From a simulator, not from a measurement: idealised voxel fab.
This section sets out a process module, namely voxel quadruple lines.
Cross-sectional view cut (width: 225 nm; square cell size: 5 nm).
Throughout this document, each cross-section is represented as a grid of square cells and is presented as a sequence of bands enumerated from the top downward, where a band comprises one or more rows of cells. Heights first: top, then bottom, in nm. Then materials, left to right, each with a width in nm. "throughout" on a single material: fills the band edge to edge. "blank": empty space. Ref level 0: as-received wafer is one material below here. Bottom band extends down with no lower bound ("z 0 and below"). Top row gets the first number, bottom row gets the second, and each row in between changes by the same step: that is how a band width like "30->40" works. A step reported as "no change occurred" is a step in which no cell of the cross-section changed. In "Catalogued sealed voids" the enclosed voids are listed, meaning empty spaces of 8 cells or larger without any opening to the top. The form is width x height at distance, distance from the left edge, units nm. Post-settings text on a step line: simulator's own remark regarding the step. overlay nm: mask right of planned place by this much (step with mask). Neg. = left.
LISTED BELOW ARE THE PROCESS STEPS AS PLANNED
- 1: RECEIVE: material Si
- 2: CONFORMAL_DEP: material SiO2, thk nm 5
- 3: DIRECTIONAL_DEP: material W, thk nm 10
- 4: DIRECTIONAL_DEP: material polySi, thk nm 15
- 5: DIRECTIONAL_DEP: material aC, thk nm 20
- 6: PATTERN: tone cover, mask id MANDREL, material resist, width nm 20, thk nm 30, overlay nm 0
- 7: DIRECTIONAL_ETCH: etch materials aC, depth nm 20
- 8: STRIP: etch materials resist
- 9: CONFORMAL_DEP: material SiO2, thk nm 10
- 10: DIRECTIONAL_ETCH: etch materials SiO2, depth nm 10
- 11: STRIP: etch materials aC
- 12: DIRECTIONAL_ETCH: etch materials polySi, depth nm 15
- 13: STRIP: etch materials SiO2
- 14: CONFORMAL_DEP: material SiCN, thk nm 5
- 15: DIRECTIONAL_ETCH: etch materials SiCN, depth nm 5
- 16: STRIP: etch materials polySi
- 17: DIRECTIONAL_ETCH: etch materials W, depth nm 10
- 18: STRIP: etch materials SiCN
- 19: FILL_DEP: material SiO2, thk nm 10
- 20: CMP: height nm 15
INCOMING WAFER, CROSS-SECTIONAL VIEW, POST STEP 1
	z 0 and below  Si throughout
	Catalogued sealed voids: none
LOOK AT THE CROSS-SECTION AFTER THE MODULE: THE WAFER STARTED OUT THE WAY SHOWN ABOVE AND THE PLAN WAS THE ONE SHOWN ABOVE, YET ONE MISTAKE WAS MADE ALONG THE WAY
	z 15 to 5  SiO2 95  W 5  SiO2 10  W 5  SiO2 10  W 5  SiO2 10  W 5  SiO2 80
	z 5 to 0  SiO2 throughout
	z 0 and below  Si throughout
	Catalogued sealed voids: none
What was the processing mistake? in deviation from the planned setting, step 6 was conducted as PATTERN: tone cover, mask id MANDREL, material resist, width nm 20, thk nm 30, overlay nm 10
